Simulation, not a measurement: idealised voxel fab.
process module | voxel ribs on slabs
cross-section cut | 145 nm wide | cells 5 nm
A cross-section is a grid of square cells, given in bands from the top down. A band is one or more rows of cells.
Each band's line starts with the height of the band's top and of its bottom, in nm. Then come its materials from left to right, each with its width in nm. One material with "throughout" fills the band from edge to edge. "air" is empty space.
Height 0 is the level under which the wafer as received is all one material. The lowest band goes on downwards, as in "0 down".
A width such as "30 to 40" changes by the same amount from each row of cells to the next, from the band's top row to its bottom row.
"no change" after a step means that no cell of the cross-section changed.
closed voids: empty space of 8 cells or more with no open way to the top, each as width x height at its distance from the left edge, in nm
after a step's settings: what the simulator itself notes on the step
overlay nm, on a step with a mask: how far to the right of its planned place the mask lay; to the left if negative
plan
1 op RECEIVE | material Si
2 op DIRECTIONAL_DEP | material SiO2 | thk nm 20
3 op DIRECTIONAL_DEP | material polySi | thk nm 20
4 op DIRECTIONAL_DEP | material aC | thk nm 15
5 op PATTERN | tone cover | mask id RIB | material resist | width nm 15 | thk nm 35 | overlay nm 0
6 op DIRECTIONAL_ETCH | etch materials aC | depth nm 15
7 op STRIP | etch materials resist
8 op DIRECTIONAL_ETCH | etch materials polySi | depth nm 15
9 op STRIP | etch materials aC
10 op PATTERN | tone cover | mask id SLAB | material resist | width nm 65 | thk nm 20 | overlay nm 0
11 op DIRECTIONAL_ETCH | etch materials polySi | depth nm 5
12 op STRIP | etch materials resist
13 op FILL_DEP | material SiO2 | thk nm 20
14 op CMP | height nm 50
15 op DIRECTIONAL_DEP | material W | thk nm 5
16 op MASKED_ETCH | tone cover | mask id HEATER | width nm 25 | etch materials W | depth nm 5 | overlay nm 0
17 op CONFORMAL_DEP | material SiN | thk nm 5
first wafer, as planned
as received, after step 1
  0 down: Si throughout
  closed voids: none
after step 2
  20 to 0: SiO2 throughout
  below 0: unchanged
after step 3
  40 to 20: polySi throughout
  below 20: unchanged
after step 4
  55 to 40: aC throughout
  below 40: unchanged
after step 5
  90 to 55: air 65 | resist 15 | air 65
  below 55: unchanged
after step 6
  75 to 55: air 65 | resist 15 | air 65
  55 to 40: air 65 | aC 15 | air 65
  below 40: unchanged
after step 7
  55 to 40: air 65 | aC 15 | air 65
  below 40: unchanged
after step 8
  55 to 40: air 65 | aC 15 | air 65
  40 to 25: air 65 | polySi 15 | air 65
  below 25: unchanged
after step 9
  40 to 25: air 65 | polySi 15 | air 65
  below 25: unchanged
after step 10
  60 to 40: air 40 | resist 65 | air 40
  40 to 25: air 40 | resist 25 | polySi 15 | resist 25 | air 40
  below 25: unchanged
after step 11
  60 to 40: air 40 | resist 65 | air 40
  40 to 25: air 40 | resist 25 | polySi 15 | resist 25 | air 40
  25 to 20: air 40 | polySi 65 | air 40
  below 20: unchanged
after step 12
  40 to 25: air 65 | polySi 15 | air 65
  below 25: unchanged
after step 13
  60 to 40: SiO2 throughout
  40 to 25: SiO2 65 | polySi 15 | SiO2 65
  25 to 20: SiO2 40 | polySi 65 | SiO2 40
  below 20: unchanged
after step 14
  50 to 40: SiO2 throughout
  below 40: unchanged
after step 15
  55 to 50: W throughout
  below 50: unchanged
after step 16
  55 to 50: air 60 | W 25 | air 60
  below 50: unchanged
after step 17
  60 to 55: air 55 | SiN 35 | air 55
  55 to 50: SiN 60 | W 25 | SiN 60
  below 50: unchanged
second wafer: like start, like plan, one mistake. Through step 7 it matches the first wafer
when step 8 should have ended
  55 to 40: air 65 | aC 15 | air 65
  40 to 30: air 65 | polySi 15 | air 65
  below 30: unchanged
when step 9 should have ended
  40 to 30: air 65 | polySi 15 | air 65
  below 30: unchanged
when step 10 should have ended
  60 to 40: air 40 | resist 65 | air 40
  40 to 30: air 40 | resist 25 | polySi 15 | resist 25 | air 40
  below 30: unchanged
when step 11 should have ended
  60 to 40: air 40 | resist 65 | air 40
  40 to 30: air 40 | resist 25 | polySi 15 | resist 25 | air 40
  30 to 25: air 40 | polySi 65 | air 40
  below 25: unchanged
when step 12 should have ended
  40 to 30: air 65 | polySi 15 | air 65
  below 30: unchanged
when step 13 should have ended
  60 to 40: SiO2 throughout
  40 to 30: SiO2 65 | polySi 15 | SiO2 65
  30 to 25: SiO2 40 | polySi 65 | SiO2 40
  below 25: unchanged
when step 14 should have ended
  50 to 40: SiO2 throughout
  below 40: unchanged
when step 15 should have ended
  55 to 50: W throughout
  below 50: unchanged
when step 16 should have ended
  55 to 50: air 60 | W 25 | air 60
  below 50: unchanged
when step 17 should have ended
  60 to 55: air 55 | SiN 35 | air 55
  55 to 50: SiN 60 | W 25 | SiN 60
  below 50: unchanged
what went wrong: step 8 ran as: op DIRECTIONAL_ETCH | etch materials polySi | depth nm 10
at the end the second wafer has, in cells: 26 fewer of SiO2 | 26 more of polySi
